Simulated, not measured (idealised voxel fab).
This section sets out a process module, namely voxel ribs on slabs.
Displayed cross-section: cut, width of 245 nm, square cells sized 5 nm.
Each cross-section below is a grid of square cells, stated as bands in top-down order, with one or more rows of cells making up each band.
Heads up on the band format: heights come first, top then bottom, in nm. After that it's the materials left to right, each with its width in nm. A single material flagged "full width" fills the whole band edge to edge, and "empty" means there's empty space there.
Note: height 0 marks the level under which the wafer is uniformly one material as received. Lowest band unbounded below, written "0 down".
Width spec "30 to 40" -> top row of cells at first value, bottom row at second value, equal per-row change in between.
Where a step carries "nothing altered", the cross-section came out of it unchanged, cell for cell.
The entry "Enclosed cavity list" lists the empty spaces that cover at least 8 cells and have no open path to the top. Each is written as width x height at distance, where the distance is measured from the left edge and all three values are in nm.
The remark found on a step's line after its settings is issued by the simulator itself and pertains to that step.
If you see "overlay nm" on a step's line and that step has a mask, it's telling you how far right of where it was planned the mask ended up; a negative number means it went left instead.
List of planned process steps:
step 1: RECEIVE,material Si
step 2: DIRECTIONAL_DEP,material SiO2,thk nm 20
step 3: DIRECTIONAL_DEP,material SiN,thk nm 20
step 4: MASKED_ETCH,tone cover,mask id RIB,width nm 15,etch materials SiN,depth nm 10,overlay nm 0
step 5: MASKED_ETCH,tone cover,mask id SLAB,width nm 45,etch materials SiN,depth nm 10,overlay nm 0
step 6: FILL_DEP,material SiO2,thk nm 25
step 7: CMP,height nm 55
step 8: DIRECTIONAL_DEP,material W,thk nm 10
step 9: DIRECTIONAL_DEP,material aC,thk nm 15
step 10: PATTERN,tone cover,mask id HEATER,material resist,width nm 25,thk nm 30,overlay nm 0
step 11: DIRECTIONAL_ETCH,etch materials aC,depth nm 15
step 12: STRIP,etch materials resist
step 13: DIRECTIONAL_ETCH,etch materials W,depth nm 10
step 14: STRIP,etch materials aC
step 15: CONFORMAL_DEP,material SiO2,thk nm 5
Concerning the first of two wafers, which was run in accordance with the plan:
Wafer cross-section on receipt, i.e. after step 1:
0 down: Si full width
Enclosed cavity list: none
Step 2 done - wafer cross-section:
20 to 0: SiO2 full width
Nothing below the height 0 has changed.
Step 3 done - wafer cross-section:
40 to 20: SiN full width
Nothing below the height 20 has changed.
Step 4 done - wafer cross-section:
40 to 30: empty (115), then SiN (15), then empty (115)
Nothing below the height 30 has changed.
Step 5 done - wafer cross-section:
40 to 30: empty (115), then SiN (15), then empty (115)
30 to 20: empty (100), then SiN (45), then empty (100)
Nothing below the height 20 has changed.
Step 6 done - wafer cross-section:
65 to 40: SiO2 full width
40 to 30: SiO2 (115), then SiN (15), then SiO2 (115)
30 to 20: SiO2 (100), then SiN (45), then SiO2 (100)
Nothing below the height 20 has changed.
Step 7 done - wafer cross-section:
55 to 40: SiO2 full width
Nothing below the height 40 has changed.
Step 8 done - wafer cross-section:
65 to 55: W full width
Nothing below the height 55 has changed.
Step 9 done - wafer cross-section:
80 to 65: aC full width
Nothing below the height 65 has changed.
Step 10 done - wafer cross-section:
110 to 80: empty (110), then resist (25), then empty (110)
Nothing below the height 80 has changed.
Step 11 done - wafer cross-section:
95 to 80: empty (110), then resist (25), then empty (110)
80 to 65: empty (110), then aC (25), then empty (110)
Nothing below the height 65 has changed.
Step 12 done - wafer cross-section:
80 to 65: empty (110), then aC (25), then empty (110)
Nothing below the height 65 has changed.
Step 13 done - wafer cross-section:
80 to 65: empty (110), then aC (25), then empty (110)
65 to 55: empty (110), then W (25), then empty (110)
Nothing below the height 55 has changed.
Step 14 done - wafer cross-section:
65 to 55: empty (110), then W (25), then empty (110)
Nothing below the height 55 has changed.
Step 15 done - wafer cross-section:
70 to 65: empty (105), then SiO2 (35), then empty (105)
65 to 60: empty (105), then SiO2 (5), then W (25), then SiO2 (5), then empty (105)
60 to 55: SiO2 (110), then W (25), then SiO2 (110)
Nothing below the height 55 has changed.
Here the second wafer is described. Its start and its plan were those of the first wafer. Its run contained one mistake. Up to and including step 1, it did exactly what the first wafer did:
Cross-sectional view of the second wafer at the intended end time of process step 2:
40 to 0: SiO2 full width
Nothing below the height 0 has changed.
Cross-sectional view of the second wafer at the intended end time of process step 3:
60 to 40: SiN full width
Nothing below the height 40 has changed.
Cross-sectional view of the second wafer at the intended end time of process step 4:
60 to 50: empty (115), then SiN (15), then empty (115)
Nothing below the height 50 has changed.
Cross-sectional view of the second wafer at the intended end time of process step 5:
60 to 50: empty (115), then SiN (15), then empty (115)
50 to 40: empty (100), then SiN (45), then empty (100)
Nothing below the height 40 has changed.
Cross-sectional view of the second wafer at the intended end time of process step 6:
85 to 60: SiO2 full width
60 to 50: SiO2 (115), then SiN (15), then SiO2 (115)
50 to 40: SiO2 (100), then SiN (45), then SiO2 (100)
Nothing below the height 40 has changed.
Cross-sectional view of the second wafer at the intended end time of process step 7:
55 to 50: SiO2 (115), then SiN (15), then SiO2 (115)
Nothing below the height 50 has changed.
Cross-sectional view of the second wafer at the intended end time of process step 8:
65 to 55: W full width
Nothing below the height 55 has changed.
Cross-sectional view of the second wafer at the intended end time of process step 9:
80 to 65: aC full width
Nothing below the height 65 has changed.
Cross-sectional view of the second wafer at the intended end time of process step 10:
110 to 80: empty (110), then resist (25), then empty (110)
Nothing below the height 80 has changed.
Cross-sectional view of the second wafer at the intended end time of process step 11:
95 to 80: empty (110), then resist (25), then empty (110)
80 to 65: empty (110), then aC (25), then empty (110)
Nothing below the height 65 has changed.
Cross-sectional view of the second wafer at the intended end time of process step 12:
80 to 65: empty (110), then aC (25), then empty (110)
Nothing below the height 65 has changed.
Cross-sectional view of the second wafer at the intended end time of process step 13:
80 to 65: empty (110), then aC (25), then empty (110)
65 to 55: empty (110), then W (25), then empty (110)
Nothing below the height 55 has changed.
Cross-sectional view of the second wafer at the intended end time of process step 14:
65 to 55: empty (110), then W (25), then empty (110)
Nothing below the height 55 has changed.
Cross-sectional view of the second wafer at the intended end time of process step 15:
70 to 65: empty (105), then SiO2 (35), then empty (105)
65 to 60: empty (105), then SiO2 (5), then W (25), then SiO2 (5), then empty (105)
60 to 55: SiO2 (110), then W (25), then SiO2 (110)
Nothing below the height 55 has changed.
Want to know what went wrong? execution of plan step 2 occurred twice
Looking at both finished wafers in cells, the second ends up ahead of or behind the first on some materials: 3 fewer of SiN, 3 more of SiO2
